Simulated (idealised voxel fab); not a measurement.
Presented below is a process module, voxel gate over fins.
In the cross-section labelled cut, the width is 285 nm and each square cell is 5 nm.
A cross-section is a grid of square cells, given in bands from the top down. A band is one or more rows of cells. What a band's entry tells you: where the top is and where the bottom is, as heights in nm, and after that what lies inside, material by material from left to right, each with its width in nm. Empty space is written as the word "blank", and a single material marked with the word "throughout" occupies the band from edge to edge. Height datum 0, below which the as-received substrate wafer is one material. Lowest band open at the bottom, running downward: "from 0 down". The expression "30->40" gives the width at the extremes of the band, the first number at its top row of cells and the second at its bottom row, with the width changing by equal amounts from each row to the next in between. "no change occurred", as given for a step, is the statement that not any cell of the cross-section underwent a change during that step. "Sealed void inventory" specifies each empty space that is not open to the top and that occupies no fewer than 8 cells, using the form width x height at distance, the distance measured from the left edge and all three quantities in nm. What comes after the settings on a step's line is commentary from the simulator itself on that step. A step's line can hold "overlay nm"; with a mask on that step, the setting says how far right of the planned place the mask lay, while a negative setting says it lay to the left.
PLANNED PROCESS STEPS
step 1: RECEIVE with material Si
step 2: CONFORMAL_DEP with material SiN, thk nm 5
step 3: MASKED_ETCH with tone cover, mask id FINS, width nm 15, pitch nm 55, etch materials SiN, depth nm 5, overlay nm 0
step 4: MASKED_ETCH with tone cover, mask id FINS, width nm 15, pitch nm 55, etch materials Si, depth nm 40, overlay nm 0
step 5: OXIDIZE with depth nm 5
step 6: FILL_DEP with material SiO2, thk nm 15
step 7: CMP with height nm 5
step 8: MASKED_ETCH with tone open, mask id RAIL, width nm 15, etch materials SiO2, depth nm 40, overlay nm -15
step 9: CONFORMAL_DEP with material TiN, thk nm 5
step 10: FILL_DEP with material W, thk nm 5
step 11: CMP with height nm 5
step 12: SELECTIVE_ETCH with etch materials W Ru TiN, depth nm 25
step 13: FILL_DEP with material SiO2, thk nm 5
step 14: CMP with height nm 5
step 15: SELECTIVE_ETCH with etch materials SiO2, depth nm 20
step 16: STRIP with etch materials SiN
step 17: CONFORMAL_DEP with material HfO2, thk nm 5
step 18: CONFORMAL_DEP with material TiN, thk nm 5
step 19: FILL_DEP with material W, thk nm 15
step 20: CMP with height nm 20
step 21: CONFORMAL_DEP with material SiCN, thk nm 5
Quick note for whoever runs this: the wafers start identical, but the overlay nm at step 8 isn't the same across them. The plan just shows what the first wafer had.
CROSS-SECTION, FIRST OF SEVERAL WAFERS, AS DELIVERED AFTER STEP 1
* from 0 down: Si throughout
* Sealed void inventory: none
CROSS-SECTION, FIRST OF SEVERAL WAFERS, END OF MODULE, AFTER LAST STEP 21
* from 25 to 20: SiCN throughout
* from 20 to 10: W throughout
* from 10 to 5: W (45), then TiN (25), then W (30), then TiN (25), then W (30), then TiN (25), then W (30), then TiN (25), then W (50)
* from 5 to 0: W (45), then TiN (5), then HfO2 (15), then TiN (5), then W (30), then TiN (5), then HfO2 (15), then TiN (5), then W (30), then TiN (5), then HfO2 (15), then TiN (5), then W (30), then TiN (5), then HfO2 (15), then TiN (5), then W (50)
* from 0 to -5: W (45), then TiN (5), then HfO2 (5), then Si (5), then HfO2 (5), then TiN (5), then W (30), then TiN (5), then HfO2 (5), then Si (5), then HfO2 (5), then TiN (5), then W (30), then TiN (5), then HfO2 (5), then Si (5), then HfO2 (5), then TiN (5), then W (30), then TiN (5), then HfO2 (5), then Si (5), then HfO2 (5), then TiN (5), then W (50)
* from -5 to -10: TiN (50), then HfO2 (5), then Si (5), then HfO2 (5), then TiN (40), then HfO2 (5), then Si (5), then HfO2 (5), then TiN (40), then HfO2 (5), then Si (5), then HfO2 (5), then TiN (40), then HfO2 (5), then Si (5), then HfO2 (5), then TiN (55)
* from -10 to -15: HfO2 (55), then Si (5), then HfO2 (50), then Si (5), then HfO2 (50), then Si (5), then HfO2 (50), then Si (5), then HfO2 (60)
* from -15 to -20: SiO2 (55), then Si (5), then SiO2 (50), then Si (5), then SiO2 (50), then Si (5), then SiO2 (50), then Si (5), then SiO2 (60)
* from -20 to -35: SiO2 (55), then Si (5), then SiO2 (5), then TiN (10), then SiO2 (35), then Si (5), then SiO2 (50), then Si (5), then SiO2 (50), then Si (5), then SiO2 (60)
* from -35 to -45: SiO2 (55), then Si (5), then SiO2 (50), then Si (5), then SiO2 (50), then Si (5), then SiO2 (50), then Si (5), then SiO2 (60)
* from -45 down: Si throughout
* Sealed void inventory: none
CROSS-SECTION OF THE LAST WAFER AT END OF MODULE
* from 25 to 20: SiCN throughout
* from 20 to 10: W throughout
* from 10 to 5: W (45), then TiN (25), then W (30), then TiN (25), then W (30), then TiN (25), then W (30), then TiN (25), then W (50)
* from 5 to 0: W (45), then TiN (5), then HfO2 (15), then TiN (5), then W (30), then TiN (5), then HfO2 (15), then TiN (5), then W (30), then TiN (5), then HfO2 (15), then TiN (5), then W (30), then TiN (5), then HfO2 (15), then TiN (5), then W (50)
* from 0 to -5: W (45), then TiN (5), then HfO2 (5), then Si (5), then HfO2 (5), then TiN (5), then W (30), then TiN (5), then HfO2 (5), then Si (5), then HfO2 (5), then TiN (5), then W (30), then TiN (5), then HfO2 (5), then Si (5), then HfO2 (5), then TiN (5), then W (30), then TiN (5), then HfO2 (5), then Si (5), then HfO2 (5), then TiN (5), then W (50)
* from -5 to -10: TiN (50), then HfO2 (5), then Si (5), then HfO2 (5), then TiN (40), then HfO2 (5), then Si (5), then HfO2 (5), then TiN (40), then HfO2 (5), then Si (5), then HfO2 (5), then TiN (40), then HfO2 (5), then Si (5), then HfO2 (5), then TiN (55)
* from -10 to -15: HfO2 (55), then Si (5), then HfO2 (50), then Si (5), then HfO2 (50), then Si (5), then HfO2 (50), then Si (5), then HfO2 (60)
* from -15 to -20: SiO2 (55), then Si (5), then SiO2 (50), then Si (5), then SiO2 (50), then Si (5), then SiO2 (50), then Si (5), then SiO2 (60)
* from -20 to -30: SiO2 (55), then Si (5), then SiO2 (30), then TiN (5), then W (5), then TiN (5), then SiO2 (5), then Si (5), then SiO2 (50), then Si (5), then SiO2 (50), then Si (5), then SiO2 (60)
* from -30 to -35: SiO2 (55), then Si (5), then SiO2 (30), then TiN (15), then SiO2 (5), then Si (5), then SiO2 (50), then Si (5), then SiO2 (50), then Si (5), then SiO2 (60)
* from -35 to -45: SiO2 (55), then Si (5), then SiO2 (50), then Si (5), then SiO2 (50), then Si (5), then SiO2 (50), then Si (5), then SiO2 (60)
* from -45 down: Si throughout
* Sealed void inventory: none
QUICK KEY FOR THE TABLE: A ROW PER WAFER, TAKEN AT THE END OF THE MODULE. FOR EACH MATERIAL IT TELLS YOU HOW MANY CELLS THE WAFER GAINED (+) OR LOST (-) SINCE IT CAME IN, AND THE CLOSED VOIDS COME AFTER
overlay nm -15, +81 HfO2, -477 Si, +57 SiCN, +312 SiO2, +87 TiN, +225 W, Sealed void inventory: none
overlay nm -10, +81 HfO2, -477 Si, +57 SiCN, +309 SiO2, +88 TiN, +227 W, Sealed void inventory: none
overlay nm -5, +81 HfO2, -477 Si, +57 SiCN, +309 SiO2, +88 TiN, +227 W, Sealed void inventory: none
overlay nm 0, +81 HfO2, -477 Si, +57 SiCN, +309 SiO2, +88 TiN, +227 W, Sealed void inventory: none
overlay nm 5, +81 HfO2, -477 Si, +57 SiCN, +309 SiO2, +88 TiN, +227 W, Sealed void inventory: none
overlay nm 10, +81 HfO2, -477 Si, +57 SiCN, +309 SiO2, +88 TiN, +227 W, Sealed void inventory: none
overlay nm 15, +81 HfO2, -477 Si, +57 SiCN, +309 SiO2, +88 TiN, +227 W, Sealed void inventory: none
